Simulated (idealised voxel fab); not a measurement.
Documented hereafter: the process module known as voxel spacer lines.
Cross-section cut: width 220 nm, square cells of 5 nm.
A cross-section in this document is a grid of square cells, and it is written down as bands, the top band listed before the ones below it; a band is made up of one or more rows of cells.
Band: top and bottom heights (nm) first, top before bottom; then materials from left to right, widths in nm. "all across" marks a sole material filling the band edge to edge. "air" denotes empty space.
Heads up on the height convention: 0 is the point under which the incoming wafer is all one material, and the lowest band has no bottom, it just keeps going down, like "0 nm and below".
The two numbers in a width such as "30->40" mark its ends across the band: the first belongs to the top row of cells, the second to the bottom row, and from each row to the next the width moves by the same amount.
You'll sometimes find "same as before" written for a step, and that's the way of saying that nowhere in the cross-section did a cell change during that step.
"Unvented voids" specifies each empty space that is not open to the top and that occupies no fewer than 8 cells, using the form width x height at distance, the distance measured from the left edge and all three quantities in nm.
On a step's line, text after the settings is the simulator commenting on that step.
overlay nm: how far to the right of its planned place the mask lay on this masked step (negative: to the left).
### So here's the lineup of process steps we planned
1 op RECEIVE | material Si
2 op CONFORMAL_DEP | material Al2O3 | thk nm 10
3 op DIRECTIONAL_DEP | material TiN | thk nm 15
4 op DIRECTIONAL_DEP | material aC | thk nm 30
5 op PATTERN | tone cover | mask id MANDREL | material resist | width nm 25 | pitch nm 80 | thk nm 40 | overlay nm 0
6 op DIRECTIONAL_ETCH | etch materials aC | depth nm 30
7 op STRIP | etch materials resist
8 op CONFORMAL_DEP | material SiN | thk nm 15
9 op DIRECTIONAL_ETCH | etch materials SiN | depth nm 15
10 op STRIP | etch materials aC
11 op DIRECTIONAL_ETCH | etch materials TiN | depth nm 15
12 op STRIP | etch materials SiN
13 op FILL_DEP | material SiO2 | thk nm 10
14 op CMP | height nm 25
### Cross-section, incoming material, after step 1
  0 nm and below = Si all across
  Unvented voids: none
### Module complete - cross-section of the first of two wafers, run according to plan
  25 nm to 10 nm = TiN=15  SiO2=25  TiN=15  SiO2=25  TiN=15  SiO2=25  TiN=15  SiO2=25  TiN=15  SiO2=25  TiN=15  SiO2=5
  10 nm to 0 nm = Al2O3 all across
  0 nm and below = Si all across
  Unvented voids: none
### This is the second of the two wafers, cross-sectioned at the end of the module; it started exactly like the first and was given the same plan, but it was run with one mistake
  25 nm to 15 nm = Al2O3 all across
  15 nm to 0 nm = TiN all across
  0 nm and below = Si all across
  Unvented voids: none
Deviation from plan: transposition of steps 2 and 3 relative to the planned sequence
Final comparison by cell count, materials where the second wafer has more or fewer than the first: -78 SiO2; +78 TiN
